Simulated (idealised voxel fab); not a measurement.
Process module under the name voxel wiring stack
We display cut, a cross-section 195 nm in width whose square cells are each 5 nm.
Cross-section spec: square-cell grid; bands listed top down; each band is one or more rows. The entry gives the band's vertical extent as a top height and a bottom height in nm, then its horizontal make-up as materials from left to right, each with a width in nm. "empty" stands for empty space; a single material marked "all across" fills the band edge to edge. The level at which height equals 0 is the one under which the wafer, as it arrives, is entirely one material. No lower edge exists for the bottom band, which continues downward and is notated as in "z 0 and below". When a width is written as two numbers, as in "30 to 40", the first number is the width in the top row of cells of the band and the second is the width in its bottom row, and the width changes by the same amount from each row to the next. For the purposes of this document, the phrase "nothing altered" attached to a step denotes that no cell within the cross-section was modified by that step. What "Closed void inventory" gives you is every empty space of 8 cells or more that is cut off from the top. Each appears as width x height at distance, with the distance taken from the left edge and width, height and distance all in nm. Read whatever lies past the settings on a step's line as the simulator's own remark about the step. "overlay nm" on a masked step: distance the mask lay right of its planned place, negative for left.
-- List of planned process steps
1) RECEIVE,material Si
2) CONFORMAL_DEP,material SiO2,thk nm 10
3) DIRECTIONAL_DEP,material TiN,thk nm 5
4) DIRECTIONAL_DEP,material Ru,thk nm 20
5) PATTERN,tone cover,mask id METAL_1,material resist,width nm 30,pitch nm 45,thk nm 15,overlay nm 0
6) DIRECTIONAL_ETCH,etch materials Ru,depth nm 20
7) DIRECTIONAL_ETCH,etch materials TiN,depth nm 5
8) STRIP,etch materials resist
9) FILL_DEP,material lowk,thk nm 10
10) CMP,height nm 35
11) CONFORMAL_DEP,material SiCN,thk nm 5
12) DIRECTIONAL_DEP,material lowk,thk nm 20
13) DIRECTIONAL_DEP,material aC,thk nm 15
14) PATTERN,tone open,mask id PLUG_1,material resist,width nm 15,pitch nm 45,thk nm 35,overlay nm 0
15) DIRECTIONAL_ETCH,etch materials aC,depth nm 15
16) STRIP,etch materials resist
17) DIRECTIONAL_ETCH,etch materials lowk,depth nm 20
18) DIRECTIONAL_ETCH,etch materials SiCN,depth nm 5
19) STRIP,etch materials aC
20) CONFORMAL_DEP,material TiN,thk nm 5
21) FILL_DEP,material Ru,thk nm 10
22) CMP,height nm 60
23) DIRECTIONAL_DEP,material TiN,thk nm 5
24) DIRECTIONAL_DEP,material W,thk nm 15
25) PATTERN,tone cover,mask id METAL_2,material resist,width nm 30,pitch nm 45,thk nm 15,overlay nm 0
26) DIRECTIONAL_ETCH,etch materials W,depth nm 15
27) DIRECTIONAL_ETCH,etch materials TiN,depth nm 5
28) STRIP,etch materials resist
29) FILL_DEP,material lowk,thk nm 10
30) CMP,height nm 80
31) CONFORMAL_DEP,material SiCN,thk nm 5
32) DIRECTIONAL_DEP,material SiO2,thk nm 35
33) DIRECTIONAL_DEP,material aC,thk nm 10
34) PATTERN,tone open,mask id METAL_3,material resist,width nm 30,pitch nm 45,thk nm 30,overlay nm 0
35) DIRECTIONAL_ETCH,etch materials aC,depth nm 10
36) STRIP,etch materials resist
37) DIRECTIONAL_ETCH,etch materials SiO2,depth nm 20
38) STRIP,etch materials aC
39) DIRECTIONAL_DEP,material aC,thk nm 15
40) PATTERN,tone open,mask id METAL_3_HOLES,material resist,width nm 15,pitch nm 90,thk nm 30,overlay nm 0
41) DIRECTIONAL_ETCH,etch materials aC,depth nm 15
42) STRIP,etch materials resist
43) DIRECTIONAL_ETCH,etch materials SiO2,depth nm 15
44) DIRECTIONAL_ETCH,etch materials SiCN,depth nm 5
45) STRIP,etch materials aC
46) CONFORMAL_DEP,material TiN,thk nm 5
47) FILL_DEP,material Ru,thk nm 5
48) CMP,height nm 120
49) CONFORMAL_DEP,material SiCN,thk nm 5
-- Wafer as received: cross-section following step 1
- z 0 and below: Si all across
- Closed void inventory: none
-- Figure: cross-sectional view of the wafer upon completion of the module, processed from the initial state and according to the plan depicted above, with one error introduced during execution
- z 125 to 120: SiCN all across
- z 120 to 105: SiO2=15 / TiN=5 / Ru=20 / TiN=5 / SiO2=15 / TiN=5 / Ru=20 / TiN=5 / SiO2=15 / TiN=5 / Ru=20 / TiN=5 / SiO2=15 / TiN=5 / Ru=20 / TiN=5 / SiO2=15
- z 105 to 100: SiO2=15 / TiN=5 / Ru=5 / TiN=20 / SiO2=15 / TiN=30 / SiO2=15 / TiN=5 / Ru=5 / TiN=20 / SiO2=15 / TiN=30 / SiO2=15
- z 100 to 85: SiO2=15 / TiN=5 / Ru=5 / TiN=5 / SiO2=75 / TiN=5 / Ru=5 / TiN=5 / SiO2=75
- z 85 to 80: SiCN=15 / TiN=15 / SiCN=75 / TiN=15 / SiCN=75
- z 80 to 65: lowk=15 / W=30 / lowk=15 / W=30 / lowk=15 / W=30 / lowk=15 / W=30 / lowk=15
- z 65 to 60: lowk=15 / TiN=30 / lowk=15 / TiN=30 / lowk=15 / TiN=30 / lowk=15 / TiN=30 / lowk=15
- z 60 to 40: lowk=15 / TiN=5 / Ru=5 / TiN=5 / lowk=30 / TiN=5 / Ru=5 / TiN=5 / lowk=30 / TiN=5 / Ru=5 / TiN=5 / lowk=30 / TiN=5 / Ru=5 / TiN=5 / lowk=30
- z 40 to 35: SiCN=15 / TiN=15 / SiCN=30 / TiN=15 / SiCN=30 / TiN=15 / SiCN=30 / TiN=15 / SiCN=30
- z 35 to 25: lowk all across
- z 25 to 5: lowk=15 / Ru=30 / lowk=15 / Ru=30 / lowk=15 / Ru=30 / lowk=15 / Ru=30 / lowk=15
- z 5 to 0: lowk=15 / TiN=30 / lowk=15 / TiN=30 / lowk=15 / TiN=30 / lowk=15 / TiN=30 / lowk=15
- z 0 and below: Si all across
- Closed void inventory: none
Misprocessing identified: step 2 of the plan: omitted, not performed
